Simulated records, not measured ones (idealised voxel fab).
process module | voxel transistor to metal
cross-section cut | 285 nm wide | cells 5 nm
A cross-section is a grid of square cells, given in bands from the top down. A band is one or more rows of cells.
Each band's line starts with the height of the band's top and of its bottom, in nm. Then come its materials from left to right, each with its width in nm. One material with "throughout" fills the band from edge to edge. "air" is empty space.
Height 0 is the level under which the wafer as received is all one material. The lowest band goes on downwards, as in "0 down".
A width such as "30 to 40" changes by the same amount from each row of cells to the next, from the band's top row to its bottom row.
"no change" after a step means that no cell of the cross-section changed.
closed voids: empty space of 8 cells or more with no open way to the top, each as width x height at its distance from the left edge, in nm
after a step's settings: what the simulator itself notes on the step
overlay nm, on a step with a mask: how far to the right of its planned place the mask lay; to the left if negative
plan
1 op RECEIVE | material Si
2 op OXIDIZE | depth nm 5
3 op CONFORMAL_DEP | material SiN | thk nm 10
4 op MASKED_ETCH | tone cover | mask id ACTIVE | width nm 100 | pitch nm 130 | etch materials SiN | depth nm 10 | overlay nm 0
5 op MASKED_ETCH | tone cover | mask id ACTIVE | width nm 100 | pitch nm 130 | etch materials SiO2 | depth nm 5 | overlay nm 0
6 op MASKED_ETCH | tone cover | mask id ACTIVE | width nm 100 | pitch nm 130 | etch materials Si | depth nm 30 | overlay nm 0
7 op FILL_DEP | material SiO2 | thk nm 5
8 op CMP | height nm 10
9 op SELECTIVE_ETCH | etch materials SiO2 | depth nm 5
10 op STRIP | etch materials SiN
11 op SELECTIVE_ETCH | etch materials SiO2 | depth nm 5
12 op OXIDIZE | depth nm 5
13 op DIRECTIONAL_DEP | material polySi | thk nm 25
14 op DIRECTIONAL_DEP | material SiCN | thk nm 15
15 op DIRECTIONAL_DEP | material aC | thk nm 15
16 op PATTERN | tone cover | mask id GATE | material resist | width nm 20 | pitch nm 130 | thk nm 35 | overlay nm 0
17 op DIRECTIONAL_ETCH | etch materials aC | depth nm 15
18 op STRIP | etch materials resist
19 op DIRECTIONAL_ETCH | etch materials SiCN | depth nm 25
20 op DIRECTIONAL_ETCH | etch materials polySi | depth nm 35
21 op STRIP | etch materials aC
22 op CONFORMAL_DEP | material SiO2 | thk nm 5
23 op DIRECTIONAL_ETCH | etch materials SiO2 | depth nm 5
24 op CONFORMAL_DEP | material SiN | thk nm 10
25 op DIRECTIONAL_ETCH | etch materials SiN | depth nm 10
26 op DIRECTIONAL_ETCH | etch materials SiO2 | depth nm 5
27 op EPI | material pSi | thk nm 5
28 op FILL_DEP | material SiO2 | thk nm 10
29 op CMP | height nm 35
30 op DIRECTIONAL_DEP | material SiO2 | thk nm 15
31 op PATTERN | tone open | mask id CONTACT | material resist | width nm 15 | pitch nm 65 | thk nm 20 | overlay nm 0
32 op DIRECTIONAL_ETCH | etch materials SiO2 | depth nm 55
33 op STRIP | etch materials resist
34 op CONFORMAL_DEP | material TiN | thk nm 5
35 op FILL_DEP | material Ru | thk nm 5
36 op CMP | height nm 50
37 op CONFORMAL_DEP | material SiCN | thk nm 5
38 op DIRECTIONAL_DEP | material lowk | thk nm 20
39 op PATTERN | tone open | mask id METAL_1 | material resist | width nm 15 | pitch nm 65 | thk nm 15 | overlay nm 0
40 op DIRECTIONAL_ETCH | etch materials lowk | depth nm 20
41 op DIRECTIONAL_ETCH | etch materials SiCN | depth nm 5
42 op STRIP | etch materials resist
43 op CONFORMAL_DEP | material TiN | thk nm 5
44 op FILL_DEP | material W | thk nm 10
45 op CMP | height nm 75
46 op EPI | material Ru | thk nm 5
47 op FILL_DEP | material SiCN | thk nm 5
varied across the wafers: width nm of step 39. The plan shows the first wafer's value. All wafers start alike
first wafer as received, after step 1
  0 down: Si throughout
  closed voids: none
each wafer at the end: cells of each material gained (+) or lost (-) since it was received, then its closed voids
width nm 15 | +60 Ru | -199 Si | +163 SiCN | +72 SiN | +489 SiO2 | +136 TiN | +16 W | +180 lowk | +12 pSi | +40 polySi | closed voids: none
width nm 20 | +64 Ru | -199 Si | +155 SiCN | +72 SiN | +489 SiO2 | +140 TiN | +32 W | +164 lowk | +12 pSi | +40 polySi | closed voids: none
width nm 25 | +68 Ru | -199 Si | +147 SiCN | +72 SiN | +489 SiO2 | +144 TiN | +48 W | +148 lowk | +12 pSi | +40 polySi | closed voids: none
width nm 30 | +72 Ru | -199 Si | +139 SiCN | +72 SiN | +489 SiO2 | +148 TiN | +64 W | +132 lowk | +12 pSi | +40 polySi | closed voids: none
